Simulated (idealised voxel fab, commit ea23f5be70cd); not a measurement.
process module | voxel air gaps
cross-section cut | 235 nm wide | cells 5 nm
A cross-section is a grid of square cells, given in bands from the top down. A band is one or more rows of cells.
Each band's line starts with the height of the band's top and of its bottom, in nm. Then come its materials from left to right, each with its width in nm. One material with "throughout" fills the band from edge to edge. "air" is empty space.
Height 0 is the level under which the wafer as received is all one material. The lowest band goes on downwards, as in "0 down".
A width such as "30 to 40" changes by the same amount from each row of cells to the next, from the band's top row to its bottom row.
"no change" after a step means that no cell of the cross-section changed.
closed voids: empty space of 8 cells or more with no open way to the top, each as width x height at its distance from the left edge, in nm
after a step's settings: what the simulator itself notes on the step
overlay nm, on a step with a mask: how far to the right of its planned place the mask lay; to the left if negative
plan
1 op RECEIVE | material Si
2 op CONFORMAL_DEP | material SiO2 | thk nm 10
3 op CONFORMAL_DEP | material SiN | thk nm 5
4 op DIRECTIONAL_DEP | material SiO2 | thk nm 40
5 op MASKED_ETCH | tone open | mask id LINES | width nm 25 | pitch nm 55 | etch materials SiO2 | depth nm 40 | overlay nm -5
6 op CONFORMAL_DEP | material TiN | thk nm 5
7 op FILL_DEP | material Ru | thk nm 5
8 op CMP | height nm 55
9 op EPI | material Ru | thk nm 10
10 op SELECTIVE_ETCH | etch materials SiO2 | depth nm 50
11 op CONFORMAL_DEP | material SiCN | thk nm 5
varied across the wafers: overlay nm of step 5. The plan shows the first wafer's value. All wafers start alike
first wafer as received, after step 1
  0 down: Si throughout
  closed voids: none
first wafer at the end, after step 11
  70 to 65: SiCN 220 | air 15
  65 to 55: SiCN 5 | Ru 45 | SiCN 10 | Ru 45 | SiCN 10 | Ru 45 | SiCN 10 | Ru 45 | SiCN 5 | air 15
  55 to 50: SiCN 15 | TiN 5 | Ru 15 | TiN 5 | SiCN 30 | TiN 5 | Ru 15 | TiN 5 | SiCN 30 | TiN 5 | Ru 15 | TiN 5 | SiCN 30 | TiN 5 | Ru 15 | TiN 5 | SiCN 15 | air 15
  50 to 20: air 10 | SiCN 5 | TiN 5 | Ru 15 | TiN 5 | SiCN 5 | air 20 | SiCN 5 | TiN 5 | Ru 15 | TiN 5 | SiCN 5 | air 20 | SiCN 5 | TiN 5 | Ru 15 | TiN 5 | SiCN 5 | air 20 | SiCN 5 | TiN 5 | Ru 15 | TiN 5 | SiCN 5 | air 25
  20 to 15: SiCN 15 | TiN 25 | SiCN 30 | TiN 25 | SiCN 30 | TiN 25 | SiCN 30 | TiN 25 | SiCN 30
  15 to 10: SiN throughout
  10 to 0: SiO2 throughout
  0 down: Si throughout
  closed voids: 10 x 30 at 0; 20 x 30 at 45; 20 x 30 at 100; 20 x 30 at 155
last wafer at the end
  70 to 65: air 15 | SiCN 220
  65 to 55: air 15 | SiCN 5 | Ru 45 | SiCN 10 | Ru 45 | SiCN 10 | Ru 45 | SiCN 10 | Ru 45 | SiCN 5
  55 to 50: air 15 | SiCN 15 | TiN 5 | Ru 15 | TiN 5 | SiCN 30 | TiN 5 | Ru 15 | TiN 5 | SiCN 30 | TiN 5 | Ru 15 | TiN 5 | SiCN 30 | TiN 5 | Ru 15 | TiN 5 | SiCN 15
  50 to 20: air 25 | SiCN 5 | TiN 5 | Ru 15 | TiN 5 | SiCN 5 | air 20 | SiCN 5 | TiN 5 | Ru 15 | TiN 5 | SiCN 5 | air 20 | SiCN 5 | TiN 5 | Ru 15 | TiN 5 | SiCN 5 | air 20 | SiCN 5 | TiN 5 | Ru 15 | TiN 5 | SiCN 5 | air 10
  20 to 15: SiCN 30 | TiN 25 | SiCN 30 | TiN 25 | SiCN 30 | TiN 25 | SiCN 30 | TiN 25 | SiCN 15
  15 to 10: SiN throughout
  10 to 0: SiO2 throughout
  0 down: Si throughout
  closed voids: 20 x 30 at 60; 20 x 30 at 115; 20 x 30 at 170; 10 x 30 at 225
each wafer at the end: cells of each material gained (+) or lost (-) since it was received, then its closed voids
overlay nm -5 | +156 Ru | +159 SiCN | +47 SiN | +94 SiO2 | +76 TiN | closed voids: 10 x 30 at 0; 20 x 30 at 45; 20 x 30 at 100; 20 x 30 at 155
overlay nm 0 | +156 Ru | +159 SiCN | +47 SiN | +94 SiO2 | +76 TiN | closed voids: 20 x 30 at 50; 20 x 30 at 105; 20 x 30 at 160
overlay nm 5 | +156 Ru | +159 SiCN | +47 SiN | +94 SiO2 | +76 TiN | closed voids: 20 x 30 at 55; 20 x 30 at 110; 20 x 30 at 165
overlay nm 10 | +156 Ru | +159 SiCN | +47 SiN | +94 SiO2 | +76 TiN | closed voids: 20 x 30 at 60; 20 x 30 at 115; 20 x 30 at 170; 10 x 30 at 225
